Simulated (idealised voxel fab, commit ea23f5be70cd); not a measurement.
process module | voxel tone inversion
cross-section cut | 300 nm wide | cells 5 nm
A cross-section is a grid of square cells, given in bands from the top down. A band is one or more rows of cells.
Each band's line starts with the height of the band's top and of its bottom, in nm. Then come its materials from left to right, each with its width in nm. One material with "throughout" fills the band from edge to edge. "air" is empty space.
Height 0 is the level under which the wafer as received is all one material. The lowest band goes on downwards, as in "0 down".
A width such as "30 to 40" changes by the same amount from each row of cells to the next, from the band's top row to its bottom row.
"no change" after a step means that no cell of the cross-section changed.
closed voids: empty space of 8 cells or more with no open way to the top, each as width x height at its distance from the left edge, in nm
after a step's settings: what the simulator itself notes on the step
overlay nm, on a step with a mask: how far to the right of its planned place the mask lay; to the left if negative
plan
1 op RECEIVE | material Si
2 op CONFORMAL_DEP | material SiN | thk nm 5
3 op DIRECTIONAL_DEP | material polySi | thk nm 15
4 op PATTERN | tone cover | mask id POSTS | material resist | width nm 15 | pitch nm 40 | thk nm 20 | overlay nm 0
5 op DIRECTIONAL_ETCH | etch materials polySi | depth nm 15
6 op STRIP | etch materials resist
7 op FILL_DEP | material SiO2 | thk nm 10
8 op CMP | height nm 20
9 op STRIP | etch materials polySi
10 op CONFORMAL_DEP | material TiN | thk nm 5
11 op FILL_DEP | material Ru | thk nm 10
12 op CMP | height nm 20
13 op CONFORMAL_DEP | material SiN | thk nm 5
as received, after step 1
  0 down: Si throughout
  closed voids: none
a wafer at the end: this start, this plan, one mistake
  25 to 20: SiN throughout
  20 to 10: Ru 95 | TiN 5 | SiO2 15 | TiN 5 | Ru 15 | TiN 5 | SiO2 15 | TiN 5 | Ru 15 | TiN 5 | SiO2 15 | TiN 5 | Ru 100
  10 to 5: TiN 100 | SiO2 15 | TiN 25 | SiO2 15 | TiN 25 | SiO2 15 | TiN 105
  5 to 0: SiN throughout
  0 down: Si throughout
  closed voids: none
what went wrong: step 4 ran as: op PATTERN | tone open | mask id POSTS | material resist | width nm 15 | pitch nm 40 | thk nm 20 | overlay nm 0
